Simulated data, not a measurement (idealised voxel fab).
The process module presented herein is designated voxel gate over fins.
cross-section cut | 220 nm wide | cells 5 nm
In this document a cross-section is written as a grid of square cells. It is given as a series of bands, listed from the top down, and a band is one or more rows of cells.
Band: top height; bottom height; in nm. Then, left to right: material with width in nm, for each material. "full width": a single material spanning edge to edge. "blank": empty space.
Height datum 0, below which the as-received substrate wafer is one material. Lowest band open at the bottom, running downward: "z 0 and below".
When a width is written as two numbers, as in "30->40", the first number is the width in the top row of cells of the band and the second is the width in its bottom row, and the width changes by the same amount from each row to the next.
No cell of the cross-section changed in a step that is given as "changes: none".
Any empty space of 8 cells or more lacking an open way to the top shows up in "Fully sealed cavities" as width x height at distance, distance from the left edge, in nm.
Formally, on a step line, whatever follows the settings is a remark that the simulator itself makes on the step.
overlay nm: on a step with a mask, how far right of its planned place the mask lay; negative means left.

### The process steps that were planned are listed below
step 1: RECEIVE,material Si
step 2: CONFORMAL_DEP,material SiN,thk nm 5
step 3: DIRECTIONAL_DEP,material aC,thk nm 10
step 4: PATTERN,tone cover,mask id FINS,material resist,width nm 15,pitch nm 40,thk nm 25,overlay nm 0
step 5: DIRECTIONAL_ETCH,etch materials aC,depth nm 10
step 6: STRIP,etch materials resist
step 7: DIRECTIONAL_ETCH,etch materials SiN,depth nm 5
step 8: DIRECTIONAL_ETCH,etch materials Si,depth nm 40
step 9: STRIP,etch materials aC
step 10: OXIDIZE,depth nm 5
step 11: FILL_DEP,material SiO2,thk nm 5
step 12: CMP,height nm 5
step 13: SELECTIVE_ETCH,etch materials SiO2,depth nm 15
step 14: STRIP,etch materials SiN
step 15: CONFORMAL_DEP,material HfO2,thk nm 5
step 16: CONFORMAL_DEP,material TiN,thk nm 5
step 17: CONFORMAL_DEP,material TiAl,thk nm 5
step 18: CONFORMAL_DEP,material TiN,thk nm 5
step 19: FILL_DEP,material W,thk nm 10
step 20: CMP,height nm 25
step 21: CONFORMAL_DEP,material SiCN,thk nm 10

### So, the first of our two wafers, run just as we planned it

### As-received state of the wafer in cross-section, equivalent to post-step 1
- z 0 and below | Si full width
- Fully sealed cavities: none

### How the wafer stands in section after step 2
- z 5 to 0 | SiN full width
- Below 0, no change.

### How the wafer stands in section after step 3
- z 15 to 5 | aC full width
- Below 5, no change.

### How the wafer stands in section after step 4
- z 40 to 15 | 40 nm blank; 15 nm resist; 25 nm blank; 15 nm resist; 25 nm blank; 15 nm resist; 25 nm blank; 15 nm resist; 45 nm blank
- Below 15, no change.

### How the wafer stands in section after step 5
- z 30 to 15 | 40 nm blank; 15 nm resist; 25 nm blank; 15 nm resist; 25 nm blank; 15 nm resist; 25 nm blank; 15 nm resist; 45 nm blank
- z 15 to 5 | 40 nm blank; 15 nm aC; 25 nm blank; 15 nm aC; 25 nm blank; 15 nm aC; 25 nm blank; 15 nm aC; 45 nm blank
- Below 5, no change.

### How the wafer stands in section after step 6
- z 15 to 5 | 40 nm blank; 15 nm aC; 25 nm blank; 15 nm aC; 25 nm blank; 15 nm aC; 25 nm blank; 15 nm aC; 45 nm blank
- Below 5, no change.

### How the wafer stands in section after step 7
- z 15 to 5 | 40 nm blank; 15 nm aC; 25 nm blank; 15 nm aC; 25 nm blank; 15 nm aC; 25 nm blank; 15 nm aC; 45 nm blank
- z 5 to 0 | 40 nm blank; 15 nm SiN; 25 nm blank; 15 nm SiN; 25 nm blank; 15 nm SiN; 25 nm blank; 15 nm SiN; 45 nm blank
- Below 0, no change.

### How the wafer stands in section after step 8
- z 15 to 5 | 40 nm blank; 15 nm aC; 25 nm blank; 15 nm aC; 25 nm blank; 15 nm aC; 25 nm blank; 15 nm aC; 45 nm blank
- z 5 to 0 | 40 nm blank; 15 nm SiN; 25 nm blank; 15 nm SiN; 25 nm blank; 15 nm SiN; 25 nm blank; 15 nm SiN; 45 nm blank
- z 0 to -40 | 40 nm blank; 15 nm Si; 25 nm blank; 15 nm Si; 25 nm blank; 15 nm Si; 25 nm blank; 15 nm Si; 45 nm blank
- Below -40, no change.

### How the wafer stands in section after step 9
- z 5 to 0 | 40 nm blank; 15 nm SiN; 25 nm blank; 15 nm SiN; 25 nm blank; 15 nm SiN; 25 nm blank; 15 nm SiN; 45 nm blank
- Below 0, no change.

### How the wafer stands in section after step 10
- z 5 to 0 | 40 nm blank; 15 nm SiN; 25 nm blank; 15 nm SiN; 25 nm blank; 15 nm SiN; 25 nm blank; 15 nm SiN; 45 nm blank
- z 0 to -40 | 40 nm blank; 5 nm SiO2; 5 nm Si; 5 nm SiO2; 25 nm blank; 5 nm SiO2; 5 nm Si; 5 nm SiO2; 25 nm blank; 5 nm SiO2; 5 nm Si; 5 nm SiO2; 25 nm blank; 5 nm SiO2; 5 nm Si; 5 nm SiO2; 45 nm blank
- z -40 to -45 | 45 nm SiO2; 5 nm Si; 35 nm SiO2; 5 nm Si; 35 nm SiO2; 5 nm Si; 35 nm SiO2; 5 nm Si; 50 nm SiO2
- Below -45, no change.

### How the wafer stands in section after step 11
- z 10 to 5 | SiO2 full width
- z 5 to 0 | 40 nm SiO2; 15 nm SiN; 25 nm SiO2; 15 nm SiN; 25 nm SiO2; 15 nm SiN; 25 nm SiO2; 15 nm SiN; 45 nm SiO2
- z 0 to -45 | 45 nm SiO2; 5 nm Si; 35 nm SiO2; 5 nm Si; 35 nm SiO2; 5 nm Si; 35 nm SiO2; 5 nm Si; 50 nm SiO2
- Below -45, no change.

### How the wafer stands in section after step 12
- z 5 to 0 | 40 nm SiO2; 15 nm SiN; 25 nm SiO2; 15 nm SiN; 25 nm SiO2; 15 nm SiN; 25 nm SiO2; 15 nm SiN; 45 nm SiO2
- Below 0, no change.

### How the wafer stands in section after step 13
- z 5 to 0 | 40 nm blank; 15 nm SiN; 25 nm blank; 15 nm SiN; 25 nm blank; 15 nm SiN; 25 nm blank; 15 nm SiN; 45 nm blank
- z 0 to -10 | 45 nm blank; 5 nm Si; 35 nm blank; 5 nm Si; 35 nm blank; 5 nm Si; 35 nm blank; 5 nm Si; 50 nm blank
- Below -10, no change.

### How the wafer stands in section after step 14
- z 0 to -10 | 45 nm blank; 5 nm Si; 35 nm blank; 5 nm Si; 35 nm blank; 5 nm Si; 35 nm blank; 5 nm Si; 50 nm blank
- Below -10, no change.

### How the wafer stands in section after step 15
- z 5 to 0 | 40 nm blank; 15 nm HfO2; 25 nm blank; 15 nm HfO2; 25 nm blank; 15 nm HfO2; 25 nm blank; 15 nm HfO2; 45 nm blank
- z 0 to -5 | 40 nm blank; 5 nm HfO2; 5 nm Si; 5 nm HfO2; 25 nm blank; 5 nm HfO2; 5 nm Si; 5 nm HfO2; 25 nm blank; 5 nm HfO2; 5 nm Si; 5 nm HfO2; 25 nm blank; 5 nm HfO2; 5 nm Si; 5 nm HfO2; 45 nm blank
- z -5 to -10 | 45 nm HfO2; 5 nm Si; 35 nm HfO2; 5 nm Si; 35 nm HfO2; 5 nm Si; 35 nm HfO2; 5 nm Si; 50 nm HfO2
- Below -10, no change.

### How the wafer stands in section after step 16
- z 10 to 5 | 35 nm blank; 25 nm TiN; 15 nm blank; 25 nm TiN; 15 nm blank; 25 nm TiN; 15 nm blank; 25 nm TiN; 40 nm blank
- z 5 to 0 | 35 nm blank; 5 nm TiN; 15 nm HfO2; 5 nm TiN; 15 nm blank; 5 nm TiN; 15 nm HfO2; 5 nm TiN; 15 nm blank; 5 nm TiN; 15 nm HfO2; 5 nm TiN; 15 nm blank; 5 nm TiN; 15 nm HfO2; 5 nm TiN; 40 nm blank
- z 0 to -5 | 40 nm TiN; 5 nm HfO2; 5 nm Si; 5 nm HfO2; 25 nm TiN; 5 nm HfO2; 5 nm Si; 5 nm HfO2; 25 nm TiN; 5 nm HfO2; 5 nm Si; 5 nm HfO2; 25 nm TiN; 5 nm HfO2; 5 nm Si; 5 nm HfO2; 45 nm TiN
- Below -5, no change.

### How the wafer stands in section after step 17
- z 15 to 10 | 30 nm blank; 35 nm TiAl; 5 nm blank; 35 nm TiAl; 5 nm blank; 35 nm TiAl; 5 nm blank; 35 nm TiAl; 35 nm blank
- z 10 to 5 | 30 nm blank; 5 nm TiAl; 25 nm TiN; 5 nm TiAl; 5 nm blank; 5 nm TiAl; 25 nm TiN; 5 nm TiAl; 5 nm blank; 5 nm TiAl; 25 nm TiN; 5 nm TiAl; 5 nm blank; 5 nm TiAl; 25 nm TiN; 5 nm TiAl; 35 nm blank
- z 5 to 0 | 35 nm TiAl; 5 nm TiN; 15 nm HfO2; 5 nm TiN; 15 nm TiAl; 5 nm TiN; 15 nm HfO2; 5 nm TiN; 15 nm TiAl; 5 nm TiN; 15 nm HfO2; 5 nm TiN; 15 nm TiAl; 5 nm TiN; 15 nm HfO2; 5 nm TiN; 40 nm TiAl
- Below 0, no change.

### How the wafer stands in section after step 18
- z 20 to 15 | 25 nm blank; 165 nm TiN; 30 nm blank
- z 15 to 10 | 25 nm blank; 5 nm TiN; 35 nm TiAl; 5 nm TiN; 35 nm TiAl; 5 nm TiN; 35 nm TiAl; 5 nm TiN; 35 nm TiAl; 5 nm TiN; 30 nm blank
- z 10 to 5 | 30 nm TiN; 5 nm TiAl; 25 nm TiN; 5 nm TiAl; 5 nm TiN; 5 nm TiAl; 25 nm TiN; 5 nm TiAl; 5 nm TiN; 5 nm TiAl; 25 nm TiN; 5 nm TiAl; 5 nm TiN; 5 nm TiAl; 25 nm TiN; 5 nm TiAl; 35 nm TiN
- Below 5, no change.

### How the wafer stands in section after step 19
- z 30 to 20 | W full width
- z 20 to 15 | 25 nm W; 165 nm TiN; 30 nm W
- z 15 to 10 | 25 nm W; 5 nm TiN; 35 nm TiAl; 5 nm TiN; 35 nm TiAl; 5 nm TiN; 35 nm TiAl; 5 nm TiN; 35 nm TiAl; 5 nm TiN; 30 nm W
- Below 10, no change.

### How the wafer stands in section after step 20
- z 25 to 20 | W full width
- Below 20, no change.

### How the wafer stands in section after step 21
- z 35 to 25 | SiCN full width
- Below 25, no change.

### Second wafer - shared start and plan with the first - one error in running - same as the first up to step 15 inclusive

### Planned end of step 16: second wafer, cross-section
- z 10 to 5 | 35 nm blank; 25 nm TiAl; 15 nm blank; 25 nm TiAl; 15 nm blank; 25 nm TiAl; 15 nm blank; 25 nm TiAl; 40 nm blank
- z 5 to 0 | 35 nm blank; 5 nm TiAl; 15 nm HfO2; 5 nm TiAl; 15 nm blank; 5 nm TiAl; 15 nm HfO2; 5 nm TiAl; 15 nm blank; 5 nm TiAl; 15 nm HfO2; 5 nm TiAl; 15 nm blank; 5 nm TiAl; 15 nm HfO2; 5 nm TiAl; 40 nm blank
- z 0 to -5 | 40 nm TiAl; 5 nm HfO2; 5 nm Si; 5 nm HfO2; 25 nm TiAl; 5 nm HfO2; 5 nm Si; 5 nm HfO2; 25 nm TiAl; 5 nm HfO2; 5 nm Si; 5 nm HfO2; 25 nm TiAl; 5 nm HfO2; 5 nm Si; 5 nm HfO2; 45 nm TiAl
- Below -5, no change.

### Planned end of step 17: second wafer, cross-section
- z 15 to 10 | 30 nm blank; 35 nm TiN; 5 nm blank; 35 nm TiN; 5 nm blank; 35 nm TiN; 5 nm blank; 35 nm TiN; 35 nm blank
- z 10 to 5 | 30 nm blank; 5 nm TiN; 25 nm TiAl; 5 nm TiN; 5 nm blank; 5 nm TiN; 25 nm TiAl; 5 nm TiN; 5 nm blank; 5 nm TiN; 25 nm TiAl; 5 nm TiN; 5 nm blank; 5 nm TiN; 25 nm TiAl; 5 nm TiN; 35 nm blank
- z 5 to 0 | 35 nm TiN; 5 nm TiAl; 15 nm HfO2; 5 nm TiAl; 15 nm TiN; 5 nm TiAl; 15 nm HfO2; 5 nm TiAl; 15 nm TiN; 5 nm TiAl; 15 nm HfO2; 5 nm TiAl; 15 nm TiN; 5 nm TiAl; 15 nm HfO2; 5 nm TiAl; 40 nm TiN
- Below 0, no change.

### Planned end of step 18: second wafer, cross-section
- z 20 to 10 | 25 nm blank; 165 nm TiN; 30 nm blank
- z 10 to 5 | 35 nm TiN; 25 nm TiAl; 15 nm TiN; 25 nm TiAl; 15 nm TiN; 25 nm TiAl; 15 nm TiN; 25 nm TiAl; 40 nm TiN
- Below 5, no change.

### Planned end of step 19: second wafer, cross-section
- z 30 to 20 | W full width
- z 20 to 10 | 25 nm W; 165 nm TiN; 30 nm W
- Below 10, no change.

### Planned end of step 20: second wafer, cross-section
- z 25 to 20 | W full width
- Below 20, no change.

### Planned end of step 21: second wafer, cross-section
- z 35 to 25 | SiCN full width
- Below 25, no change.
Against the plan, the run slipped here: step 16 ran in the slot meant for step 17, and vice versa
End check, second vs first wafer: material counts in cells match, positions do not.
